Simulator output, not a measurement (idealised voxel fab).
process module | voxel gate over fins
cross-section cut | 270 nm wide | cells 5 nm
A cross-section is a grid of square cells, given in bands from the top down. A band is one or more rows of cells.
Each band's line starts with the height of the band's top and of its bottom, in nm. Then come its materials from left to right, each with its width in nm. One material with "throughout" fills the band from edge to edge. "air" is empty space.
Height 0 is the level under which the wafer as received is all one material. The lowest band goes on downwards, as in "0 down".
A width such as "30 to 40" changes by the same amount from each row of cells to the next, from the band's top row to its bottom row.
"no change" after a step means that no cell of the cross-section changed.
closed voids: empty space of 8 cells or more with no open way to the top, each as width x height at its distance from the left edge, in nm
after a step's settings: what the simulator itself notes on the step
overlay nm, on a step with a mask: how far to the right of its planned place the mask lay; to the left if negative
plan
1 op RECEIVE | material Si
2 op CONFORMAL_DEP | material SiN | thk nm 5
3 op MASKED_ETCH | tone cover | mask id FINS | width nm 15 | pitch nm 55 | etch materials SiN | depth nm 5 | overlay nm 0
4 op MASKED_ETCH | tone cover | mask id FINS | width nm 15 | pitch nm 55 | etch materials Si | depth nm 30 | overlay nm 0
5 op FILL_DEP | material SiO2 | thk nm 15
6 op CMP | height nm 5
7 op DIRECTIONAL_DEP | material aC | thk nm 15
8 op PATTERN | tone open | mask id RAIL | material resist | width nm 15 | thk nm 35 | overlay nm 0
9 op DIRECTIONAL_ETCH | etch materials aC | depth nm 15
10 op STRIP | etch materials resist
11 op DIRECTIONAL_ETCH | etch materials SiO2 | depth nm 30
12 op STRIP | etch materials aC
13 op CONFORMAL_DEP | material TiN | thk nm 5
14 op FILL_DEP | material Ru | thk nm 5
15 op CMP | height nm 5
16 op SELECTIVE_ETCH | etch materials W Ru TiN | depth nm 25
17 op FILL_DEP | material SiO2 | thk nm 5
18 op CMP | height nm 5
19 op SELECTIVE_ETCH | etch materials SiO2 | depth nm 20
20 op STRIP | etch materials SiN
21 op CONFORMAL_DEP | material HfO2 | thk nm 5
22 op CONFORMAL_DEP | material TiN | thk nm 5
23 op FILL_DEP | material W | thk nm 10
24 op CMP | height nm 15
25 op CONFORMAL_DEP | material SiN | thk nm 10
as received, after step 1
  0 down: Si throughout
  closed voids: none
first wafer at the end, as planned
  25 to 15: SiN throughout
  15 to 10: W throughout
  10 to 5: W 90 | TiN 35 | W 20 | TiN 35 | W 90
  5 to 0: W 90 | TiN 5 | HfO2 25 | TiN 5 | W 20 | TiN 5 | HfO2 25 | TiN 5 | W 90
  0 to -5: W 90 | TiN 5 | HfO2 5 | Si 15 | HfO2 5 | TiN 5 | W 20 | TiN 5 | HfO2 5 | Si 15 | HfO2 5 | TiN 5 | W 90
  -5 to -10: TiN 95 | HfO2 5 | Si 15 | HfO2 5 | TiN 30 | HfO2 5 | Si 15 | HfO2 5 | TiN 95
  -10 to -15: HfO2 100 | Si 15 | HfO2 40 | Si 15 | HfO2 100
  -15 to -20: SiO2 100 | Si 15 | SiO2 40 | Si 15 | SiO2 100
  -20 to -25: SiO2 100 | Si 15 | SiO2 10 | TiN 15 | SiO2 15 | Si 15 | SiO2 100
  -25 to -30: SiO2 100 | Si 15 | SiO2 40 | Si 15 | SiO2 100
  -30 down: Si throughout
  closed voids: none
second wafer at the end: like start, like plan, one mistake
  25 to 15: SiN throughout
  15 to 10: W throughout
  10 to 5: W 90 | TiN 35 | W 20 | TiN 35 | W 90
  5 to 0: W 90 | TiN 5 | HfO2 25 | TiN 5 | W 20 | TiN 5 | HfO2 25 | TiN 5 | W 90
  0 to -5: W 90 | TiN 5 | HfO2 5 | Si 15 | HfO2 5 | TiN 5 | W 20 | TiN 5 | HfO2 5 | Si 15 | HfO2 5 | TiN 5 | W 90
  -5 to -10: TiN 95 | HfO2 5 | Si 15 | HfO2 5 | TiN 30 | HfO2 5 | Si 15 | HfO2 5 | TiN 95
  -10 to -15: HfO2 100 | Si 15 | HfO2 40 | Si 15 | HfO2 100
  -15 to -20: SiO2 100 | Si 15 | SiO2 40 | Si 15 | SiO2 100
  -20 to -25: SiO2 100 | Si 15 | SiO2 10 | TiN 15 | SiO2 15 | Si 15 | SiO2 100
  -25 to -35: SiO2 100 | Si 15 | SiO2 40 | Si 15 | SiO2 100
  -35 down: Si throughout
  closed voids: none
what went wrong: step 4 ran as: op MASKED_ETCH | tone cover | mask id FINS | width nm 15 | pitch nm 55 | etch materials Si | depth nm 35 | overlay nm 0
at the end the second wafer has, in cells: 48 fewer of Si | 48 more of SiO2
